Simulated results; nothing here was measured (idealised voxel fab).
Module name: voxel quadruple lines (process module)
Cross-section cut spans 145 nm and uses square cells 5 nm in size.
A cross-section is a grid of square cells, given in bands from the top down. A band is one or more rows of cells.
Band entry format. Leading values: height of top, height of bottom, nm. Remainder: materials in left-to-right order, each with its width in nm. Special words: "throughout" on a single material, which then fills the band edge to edge; "air", empty space.
Zero point of the height axis is 0; under it, received wafer = one material. Lowest band: continues down indefinitely, "0..down".
Top row gets the first number, bottom row gets the second, and each row in between changes by the same step: that is how a band width like "30 to 40" works.
"remains unaltered" (step): cross-section cells unchanged, all of them.
The list in "Enclosed cavities" covers empty spaces of 8 cells or more that cannot reach the top through any open way, and it gives each as width x height at distance; the distance is from the left edge, and width, height and distance are in nm.
Where a step's line continues beyond its settings, the continuation is a remark by the simulator itself on that step.
Each step line may optionally specify "overlay nm", which for a step with a mask gives the rightward distance between the mask's planned place and where it lay, a negative value indicating the leftward direction.
So the way this works: pairs, before and after one process step. The after picture only goes down to the lowest band that actually changed, nothing below. Step and its settings are under each pair. And watch out, pairs might come from different runs of this module, same starting wafer though, so a pair only follows on from the one above if its "Pre-step view" entry tells you so.
### Pre-step view
  60..40  air: 60, SiO2: 20, air: 65
  40..20  air: 60, polySi: 20, air: 65
  20..10  W throughout
  10..0  SiO2 throughout
  0..down  Si throughout
  Enclosed cavities: none
### After the Step
  40..20  air: 60, polySi: 20, air: 65
  Unchanged below 20.
  Enclosed cavities: none
Between before and after as drawn above: STRIP: etch materials SiO2
Pre-step view: The prior state of this step coincides with the post-step cross-section of the pair just above.
### After the Step
  45..40  air: 55, SiCN: 30, air: 60
  40..25  air: 55, SiCN: 5, polySi: 20, SiCN: 5, air: 60
  25..20  SiCN: 60, polySi: 20, SiCN: 65
  Unchanged below 20.
  Enclosed cavities: none
Between before and after as drawn above: CONFORMAL_DEP: material SiCN, thk nm 5
Pre-step view: The prior state of this step coincides with the post-step cross-section of the pair just above.
### After the Step
  40..20  air: 55, SiCN: 5, polySi: 20, SiCN: 5, air: 60
  Unchanged below 20.
  Enclosed cavities: none
Between before and after as drawn above: DIRECTIONAL_ETCH: etch materials SiCN, depth nm 5
Pre-step view: The prior state of this step coincides with the post-step cross-section of the pair just above.
### After the Step
  40..20  air: 55, SiCN: 5, air: 20, SiCN: 5, air: 60
  Unchanged below 20.
  Enclosed cavities: none
Between before and after as drawn above: STRIP: etch materials polySi
Pre-step view: The prior state of this step coincides with the post-step cross-section of the pair just above.
### After the Step
  40..20  air: 55, SiCN: 5, air: 20, SiCN: 5, air: 60
  20..10  air: 55, W: 5, air: 20, W: 5, air: 60
  Unchanged below 10.
  Enclosed cavities: none
Between before and after as drawn above: DIRECTIONAL_ETCH: etch materials W, depth nm 10
Pre-step view: The prior state of this step coincides with the post-step cross-section of the pair just above.
### After the Step
  20..10  air: 55, W: 5, air: 20, W: 5, air: 60
  Unchanged below 10.
  Enclosed cavities: none
Between before and after as drawn above: STRIP: etch materials SiCN
